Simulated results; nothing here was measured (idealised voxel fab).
The process module presented herein is designated voxel self aligned vias.
Each square cell in cross-section cut measures 5 nm, and the section as a whole is 205 nm wide.
Heads up, the way a cross-section reads in here is a grid of square cells, handed over as bands from the top down, with every band being one or more rows of cells. Read a band's entry like this: the first values are the height of its top and the height of its bottom in nm, and what follows is the sequence of materials from left to right, each with its width in nm. Note that "empty" is empty space, and that a single material marked "throughout" reaches across the band from edge to edge. The level at which height equals 0 is the one under which the wafer, as it arrives, is entirely one material. No lower edge exists for the bottom band, which continues downward and is notated as in "0..down". Graded width ("30..40"): value in top row of band = first number; value in bottom row = second number; row-to-row change constant. Step note "no alteration" = no cross-section cell changed. For the entry "Completely sealed voids", the listed items are empty spaces with no open way to the top whose size is 8 cells or more; each item follows the pattern width x height at distance, where distance is from the left edge and all three are in nm. Text after the settings on a step's line: the simulator's own remark on that step. The line of a step may include "overlay nm". On a step with a mask, this value is how far to the right of its planned place the mask lay. A negative value means the mask lay to the left.

[So here's the lineup of process steps we planned]
1: op RECEIVE | material Si
2: op CONFORMAL_DEP | material SiO2 | thk nm 10
3: op CONFORMAL_DEP | material SiCN | thk nm 5
4: op DIRECTIONAL_DEP | material lowk | thk nm 30
5: op DIRECTIONAL_DEP | material aC | thk nm 10
6: op PATTERN | tone open | mask id LINES | material resist | width nm 25 | pitch nm 60 | thk nm 25 | overlay nm 0
7: op DIRECTIONAL_ETCH | etch materials aC | depth nm 10
8: op STRIP | etch materials resist
9: op DIRECTIONAL_ETCH | etch materials lowk | depth nm 30
10: op STRIP | etch materials aC
11: op CONFORMAL_DEP | material TiN | thk nm 5
12: op FILL_DEP | material W | thk nm 5
13: op CMP | height nm 45
14: op SELECTIVE_ETCH | etch materials W Ru TiN | depth nm 10
15: op FILL_DEP | material SiN | thk nm 10
16: op CMP | height nm 45
17: op DIRECTIONAL_DEP | material lowk | thk nm 15
18: op PATTERN | tone open | mask id VIAS | material resist | width nm 45 | pitch nm 60 | thk nm 15 | overlay nm 0
19: op DIRECTIONAL_ETCH | etch materials lowk | depth nm 15
20: op DIRECTIONAL_ETCH | etch materials SiN | depth nm 10
21: op STRIP | etch materials resist
22: op CONFORMAL_DEP | material TiN | thk nm 5
23: op FILL_DEP | material Ru | thk nm 10
24: op CMP | height nm 60
25: op CONFORMAL_DEP | material SiN | thk nm 5

[Wafer as received: cross-section following step 1]
> 0..down  Si throughout
> Completely sealed voids: none

[This is how the wafer looks in cross-section once the module is done, given the starting state and plan above and one mistake in carrying the plan out]
> 80..75  SiN throughout
> 75..65  Ru throughout
> 65..60  TiN=55  Ru=35  TiN=25  Ru=35  TiN=55
> 60..50  lowk=50  TiN=5  Ru=35  TiN=5  lowk=15  TiN=5  Ru=35  TiN=5  lowk=50
> 50..40  lowk=50..60  TiN=15..5  Ru=15  TiN=15..5  lowk=15..35  TiN=15..5  Ru=15  TiN=15..5  lowk=50..60
> 40..35  lowk=60  TiN=25  lowk=35  TiN=25  lowk=60
> 35..20  lowk=60  TiN=5  W=15  TiN=5  lowk=35  TiN=5  W=15  TiN=5  lowk=60
> 20..15  lowk=60  TiN=25  lowk=35  TiN=25  lowk=60
> 15..10  SiCN throughout
> 10..0  SiO2 throughout
> 0..down  Si throughout
> Completely sealed voids: none
What was done differently from what was planned? with respect to the plan, step 24 was omitted and not executed
